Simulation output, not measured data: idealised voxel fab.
Presented below is a process module, voxel ribs on slabs.
Section shown: cut. Width: 215 nm. Cell size: 5 nm, square.
In what follows, cross-sections appear as grids of square cells, described through bands that run from the top down, where every band is one or more rows of cells.
Top height, bottom height, nm. Materials left to right, width each, nm. Single material + "throughout" = fills band edge to edge. "blank" = empty.
Heights are measured from 0, the level below which the as-received wafer is all one material; the lowest band has no bottom and continues downward, written as in "z 0 and below".
The notation "30->40" denotes a width that varies across the rows of cells in the band, beginning at the first number in the top row, finishing at the second number in the bottom row, and changing by an identical amount from each row to the next.
"no alterations made" for a step: no cell of the cross-section changed in that step.
"Fully enclosed voids": sealed empty spaces, 8 cells or more, no open way to top, listed width x height at distance, with distance from the left edge and width, height and distance in nm.
Past the settings on a step's line: simulator remark, on that step.
overlay nm: where the mask lay relative to plan, measured to the right, on steps with a mask; negatives go left.

## The process steps that were planned are listed below
1 RECEIVE, material Si
2 DIRECTIONAL_DEP, material SiO2, thk nm 20
3 DIRECTIONAL_DEP, material SiN, thk nm 25
4 MASKED_ETCH, tone cover, mask id RIB, width nm 30, etch materials SiN, depth nm 10, overlay nm 0
5 MASKED_ETCH, tone cover, mask id SLAB, width nm 70, etch materials SiN, depth nm 15, overlay nm 0
6 FILL_DEP, material SiO2, thk nm 20
7 CMP, height nm 55
8 DIRECTIONAL_DEP, material W, thk nm 5
9 MASKED_ETCH, tone cover, mask id HEATER, width nm 40, etch materials W, depth nm 5, overlay nm 0
10 CONFORMAL_DEP, material SiO2, thk nm 5

## The cross-section here shows the wafer as received, i.e. in its state after step 1
	z 0 and below = Si throughout
	Fully enclosed voids: none

## Looking at the first of two wafers in cross-section at end of module - ran to plan
	z 65 to 60 = blank: 80, then SiO2: 50, then blank: 85
	z 60 to 55 = SiO2: 85, then W: 40, then SiO2: 90
	z 55 to 45 = SiO2 throughout
	z 45 to 35 = SiO2: 90, then SiN: 30, then SiO2: 95
	z 35 to 20 = SiO2: 70, then SiN: 70, then SiO2: 75
	z 20 to 0 = SiO2 throughout
	z 0 and below = Si throughout
	Fully enclosed voids: none

## End of module, second wafer, cross-section. Started like the first, planned like the first, run with one mistake
	z 65 to 60 = blank: 80, then SiO2: 50, then blank: 85
	z 60 to 55 = SiO2: 85, then W: 40, then SiO2: 90
	z 55 to 20 = SiN throughout
	z 20 to 0 = SiO2 throughout
	z 0 and below = Si throughout
	Fully enclosed voids: none
Error vs. plan: heads up, step 6 didn't go per plan, it actually ran as FILL_DEP, material SiN, thk nm 20
Heads up, by the end the second wafer has more or fewer cells of some materials compared to the first: SiN +247 | SiO2 -247
